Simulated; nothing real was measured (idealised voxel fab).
process module | voxel wiring stack
cross-section cut | 195 nm wide | cells 5 nm
A cross-section is a grid of square cells, given in bands from the top down. A band is one or more rows of cells.
Each band's line starts with the height of the band's top and of its bottom, in nm. Then come its materials from left to right, each with its width in nm. One material with "throughout" fills the band from edge to edge. "air" is empty space.
Height 0 is the level under which the wafer as received is all one material. The lowest band goes on downwards, as in "0 down".
A width such as "30 to 40" changes by the same amount from each row of cells to the next, from the band's top row to its bottom row.
"no change" after a step means that no cell of the cross-section changed.
closed voids: empty space of 8 cells or more with no open way to the top, each as width x height at its distance from the left edge, in nm
after a step's settings: what the simulator itself notes on the step
overlay nm, on a step with a mask: how far to the right of its planned place the mask lay; to the left if negative
plan
1 op RECEIVE | material Si
2 op CONFORMAL_DEP | material SiO2 | thk nm 10
3 op CONFORMAL_DEP | material SiN | thk nm 5
4 op DIRECTIONAL_DEP | material SiO2 | thk nm 15
5 op DIRECTIONAL_DEP | material aC | thk nm 15
6 op PATTERN | tone open | mask id METAL_1 | material resist | width nm 25 | pitch nm 40 | thk nm 35 | overlay nm 0
7 op DIRECTIONAL_ETCH | etch materials aC | depth nm 15
8 op STRIP | etch materials resist
9 op DIRECTIONAL_ETCH | etch materials SiO2 | depth nm 15
10 op DIRECTIONAL_ETCH | etch materials SiN | depth nm 5
11 op STRIP | etch materials aC
12 op CONFORMAL_DEP | material TiN | thk nm 5
13 op FILL_DEP | material W | thk nm 10
14 op CMP | height nm 30
15 op EPI | material Ru | thk nm 5
16 op FILL_DEP | material SiCN | thk nm 5
17 op DIRECTIONAL_DEP | material lowk | thk nm 15
18 op DIRECTIONAL_DEP | material aC | thk nm 10
19 op PATTERN | tone open | mask id PLUG_1 | material resist | width nm 15 | pitch nm 40 | thk nm 30 | overlay nm 0
20 op DIRECTIONAL_ETCH | etch materials aC | depth nm 10
21 op STRIP | etch materials resist
22 op DIRECTIONAL_ETCH | etch materials lowk | depth nm 15
23 op DIRECTIONAL_ETCH | etch materials SiCN | depth nm 5
24 op STRIP | etch materials aC
25 op CONFORMAL_DEP | material TiN | thk nm 5
26 op FILL_DEP | material W | thk nm 10
27 op CMP | height nm 55
28 op CONFORMAL_DEP | material SiN | thk nm 5
29 op DIRECTIONAL_DEP | material SiO2 | thk nm 20
30 op MASKED_ETCH | tone open | mask id METAL_2 | width nm 25 | pitch nm 40 | etch materials SiO2 | depth nm 20 | overlay nm 0
31 op MASKED_ETCH | tone open | mask id METAL_2 | width nm 25 | pitch nm 40 | etch materials SiN | depth nm 5 | overlay nm 0
32 op CONFORMAL_DEP | material TiN | thk nm 5
33 op FILL_DEP | material Cu | thk nm 5
34 op CMP | height nm 70
35 op CONFORMAL_DEP | material SiCN | thk nm 5
36 op DIRECTIONAL_DEP | material SiO2 | thk nm 20
37 op DIRECTIONAL_DEP | material aC | thk nm 15
38 op PATTERN | tone open | mask id PLUG_2 | material resist | width nm 15 | pitch nm 40 | thk nm 30 | overlay nm 0
39 op DIRECTIONAL_ETCH | etch materials aC | depth nm 15
40 op STRIP | etch materials resist
41 op DIRECTIONAL_ETCH | etch materials SiO2 | depth nm 20
42 op DIRECTIONAL_ETCH | etch materials SiCN | depth nm 5
43 op STRIP | etch materials aC
44 op CONFORMAL_DEP | material TiN | thk nm 5
45 op FILL_DEP | material W | thk nm 10
46 op CMP | height nm 105
47 op DIRECTIONAL_DEP | material TiN | thk nm 5
48 op DIRECTIONAL_DEP | material W | thk nm 25
49 op PATTERN | tone cover | mask id METAL_3 | material resist | width nm 25 | pitch nm 40 | thk nm 20 | overlay nm 0
50 op DIRECTIONAL_ETCH | etch materials W | depth nm 25
51 op DIRECTIONAL_ETCH | etch materials TiN | depth nm 5
52 op STRIP | etch materials resist
53 op FILL_DEP | material lowk | thk nm 5
54 op CMP | height nm 135
55 op CONFORMAL_DEP | material SiN | thk nm 5
varied across the wafers: height nm of step 34. The plan shows the first wafer's value. All wafers start alike
first wafer as received, after step 1
  0 down: Si throughout
  closed voids: none
first wafer at the end, after step 55
  140 to 135: SiN throughout
  135 to 110: lowk 45 | W 25 | lowk 15 | W 25 | lowk 15 | W 25 | lowk 45
  110 to 105: lowk 45 | TiN 25 | lowk 15 | TiN 25 | lowk 15 | TiN 25 | lowk 45
  105 to 100: W throughout
  100 to 95: TiN 50 | W 5 | TiN 35 | W 5 | TiN 35 | W 5 | TiN 60
  95 to 75: SiO2 45 | TiN 5 | W 5 | TiN 5 | SiO2 25 | TiN 5 | W 5 | TiN 5 | SiO2 25 | TiN 5 | W 5 | TiN 5 | SiO2 55
  75 to 70: SiCN 45 | TiN 15 | SiCN 25 | TiN 15 | SiCN 25 | TiN 15 | SiCN 55
  70 to 60: SiO2 45 | TiN 5 | Cu 15 | TiN 5 | SiO2 15 | TiN 5 | Cu 15 | TiN 5 | SiO2 15 | TiN 5 | Cu 15 | TiN 5 | SiO2 45
  60 to 55: SiN 45 | TiN 25 | SiN 15 | TiN 25 | SiN 15 | TiN 25 | SiN 45
  55 to 40: lowk 45 | TiN 5 | W 5 | TiN 5 | lowk 25 | TiN 5 | W 5 | TiN 5 | lowk 25 | TiN 5 | W 5 | TiN 5 | lowk 55
  40 to 35: SiCN 45 | TiN 15 | SiCN 25 | TiN 15 | SiCN 25 | TiN 15 | SiCN 55
  35 to 30: SiCN 40 | Ru 35 | SiCN 5 | Ru 35 | SiCN 5 | Ru 35 | SiCN 40
  30 to 15: SiO2 45 | TiN 5 | W 15 | TiN 5 | SiO2 15 | TiN 5 | W 15 | TiN 5 | SiO2 15 | TiN 5 | W 15 | TiN 5 | SiO2 45
  15 to 10: SiN 45 | TiN 25 | SiN 15 | TiN 25 | SiN 15 | TiN 25 | SiN 45
  10 to 0: SiO2 throughout
  0 down: Si throughout
  closed voids: none
last wafer at the end
  140 to 135: SiN throughout
  135 to 110: lowk 45 | W 25 | lowk 15 | W 25 | lowk 15 | W 25 | lowk 45
  110 to 105: lowk 45 | TiN 25 | lowk 15 | TiN 25 | lowk 15 | TiN 25 | lowk 45
  105 to 95: SiO2 45 | TiN 5 | W 5 | TiN 5 | SiO2 25 | TiN 5 | W 5 | TiN 5 | SiO2 25 | TiN 5 | W 5 | TiN 5 | SiO2 55
  95 to 90: SiCN 45 | TiN 15 | SiCN 25 | TiN 15 | SiCN 25 | TiN 15 | SiCN 55
  90 to 85: Cu throughout
  85 to 80: TiN 50 | Cu 15 | TiN 25 | Cu 15 | TiN 25 | Cu 15 | TiN 50
  80 to 60: SiO2 45 | TiN 5 | Cu 15 | TiN 5 | SiO2 15 | TiN 5 | Cu 15 | TiN 5 | SiO2 15 | TiN 5 | Cu 15 | TiN 5 | SiO2 45
  60 to 55: SiN 45 | TiN 25 | SiN 15 | TiN 25 | SiN 15 | TiN 25 | SiN 45
  55 to 40: lowk 45 | TiN 5 | W 5 | TiN 5 | lowk 25 | TiN 5 | W 5 | TiN 5 | lowk 25 | TiN 5 | W 5 | TiN 5 | lowk 55
  40 to 35: SiCN 45 | TiN 15 | SiCN 25 | TiN 15 | SiCN 25 | TiN 15 | SiCN 55
  35 to 30: SiCN 40 | Ru 35 | SiCN 5 | Ru 35 | SiCN 5 | Ru 35 | SiCN 40
  30 to 15: SiO2 45 | TiN 5 | W 15 | TiN 5 | SiO2 15 | TiN 5 | W 15 | TiN 5 | SiO2 15 | TiN 5 | W 15 | TiN 5 | SiO2 45
  15 to 10: SiN 45 | TiN 25 | SiN 15 | TiN 25 | SiN 15 | TiN 25 | SiN 45
  10 to 0: SiO2 throughout
  0 down: Si throughout
  closed voids: none
each wafer at the end: cells of each material gained (+) or lost (-) since it was received, then its closed voids
height nm 70 | +18 Cu | +21 Ru | +78 SiCN | +87 SiN | +318 SiO2 | +171 TiN | +165 W | +234 lowk | closed voids: none
height nm 75 | +27 Cu | +21 Ru | +78 SiCN | +87 SiN | +342 SiO2 | +177 TiN | +126 W | +234 lowk | closed voids: none
height nm 80 | +36 Cu | +21 Ru | +78 SiCN | +87 SiN | +366 SiO2 | +147 TiN | +123 W | +234 lowk | closed voids: none
height nm 85 | +45 Cu | +21 Ru | +78 SiCN | +87 SiN | +336 SiO2 | +171 TiN | +120 W | +234 lowk | closed voids: none
height nm 90 | +84 Cu | +21 Ru | +78 SiCN | +87 SiN | +306 SiO2 | +165 TiN | +117 W | +234 lowk | closed voids: none
